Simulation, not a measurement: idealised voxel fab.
Module name: voxel gate over fins (process module)
Cross-sectional view cut (width: 170 nm; square cell size: 5 nm).
Just so we're on the same page, the cross-sections are grids of square cells, and they're listed out in bands top to bottom, each band one or more rows deep.
Read a band's entry like this: the first values are the height of its top and the height of its bottom in nm, and what follows is the sequence of materials from left to right, each with its width in nm. Note that "empty" is empty space, and that a single material marked "full width" reaches across the band from edge to edge.
For the purposes of this specification, 0 denotes the height below which the wafer in its as-received condition is composed wholly of one material, and the lowermost band, lacking a lower limit, extends downward without end, as expressed in "0..down".
Note: "30..40" means the width goes from the first number (top row of the band) to the second number (bottom row) in equal steps per row of cells.
Step note "remains unaltered" = no cross-section cell changed.
Voids not open to the top, 8 cells minimum: see "Cavities, sealed". Written width x height at distance; distance is from the left edge; nm.
Read whatever lies past the settings on a step's line as the simulator's own remark about the step.
overlay nm: step with mask; distance mask lay right of planned place; negative value = left of planned place.
List of planned process steps
1: RECEIVE (material Si)
2: CONFORMAL_DEP (material SiN; thk nm 5)
3: DIRECTIONAL_DEP (material aC; thk nm 15)
4: PATTERN (tone cover; mask id FINS; material resist; width nm 15; pitch nm 45; thk nm 35; overlay nm 0)
5: DIRECTIONAL_ETCH (etch materials aC; depth nm 15)
6: STRIP (etch materials resist)
7: DIRECTIONAL_ETCH (etch materials SiN; depth nm 5)
8: DIRECTIONAL_ETCH (etch materials Si; depth nm 40)
9: STRIP (etch materials aC)
10: OXIDIZE (depth nm 5)
11: FILL_DEP (material SiO2; thk nm 5)
12: CMP (height nm 5)
13: SELECTIVE_ETCH (etch materials SiO2; depth nm 15)
14: STRIP (etch materials SiN)
15: CONFORMAL_DEP (material HfO2; thk nm 5)
16: CONFORMAL_DEP (material TiN; thk nm 5)
17: FILL_DEP (material W; thk nm 15)
18: CMP (height nm 20)
19: CONFORMAL_DEP (material SiCN; thk nm 10)
Same starting wafers, different thk nm at step 2. Plan value belongs to the first wafer.
Cross-section: the first of several wafers in its as-received state, i.e. following step 1
- 0..down = Si full width
- Cavities, sealed: none
The cross-section of the first of several wafers is given below for the end of the module, after its final step, step 19
- 30..20 = SiCN full width
- 20..10 = W full width
- 10..5 = W: 25; TiN: 25; W: 20; TiN: 25; W: 20; TiN: 25; W: 30
- 5..0 = W: 25; TiN: 5; HfO2: 15; TiN: 5; W: 20; TiN: 5; HfO2: 15; TiN: 5; W: 20; TiN: 5; HfO2: 15; TiN: 5; W: 30
- 0..-5 = TiN: 30; HfO2: 5; Si: 5; HfO2: 5; TiN: 30; HfO2: 5; Si: 5; HfO2: 5; TiN: 30; HfO2: 5; Si: 5; HfO2: 5; TiN: 35
- -5..-10 = HfO2: 35; Si: 5; HfO2: 40; Si: 5; HfO2: 40; Si: 5; HfO2: 40
- -10..-45 = SiO2: 35; Si: 5; SiO2: 40; Si: 5; SiO2: 40; Si: 5; SiO2: 40
- -45..down = Si full width
- Cavities, sealed: none
Sectional view of the last wafer upon completion of the module
- 30..20 = SiCN full width
- 20..10 = W full width
- 10..5 = TiN full width
- 5..0 = HfO2 full width
- 0..down = Si full width
- Cavities, sealed: none
Here is how to read the rows: every wafer has a row, and it shows the wafer at the end of the module, giving for each material how many cells were gained (+) or lost (-) since the wafer was received, then listing its closed voids
thk nm 5, +46 HfO2, -279 Si, +68 SiCN, +217 SiO2, +46 TiN, +106 W, Cavities, sealed: none
thk nm 10, +34 HfO2, +68 SiCN, +34 TiN, +68 W, Cavities, sealed: none
thk nm 15, +34 HfO2, +68 SiCN, +34 TiN, +68 W, Cavities, sealed: none
thk nm 20, +34 HfO2, +68 SiCN, +34 TiN, +68 W, Cavities, sealed: none
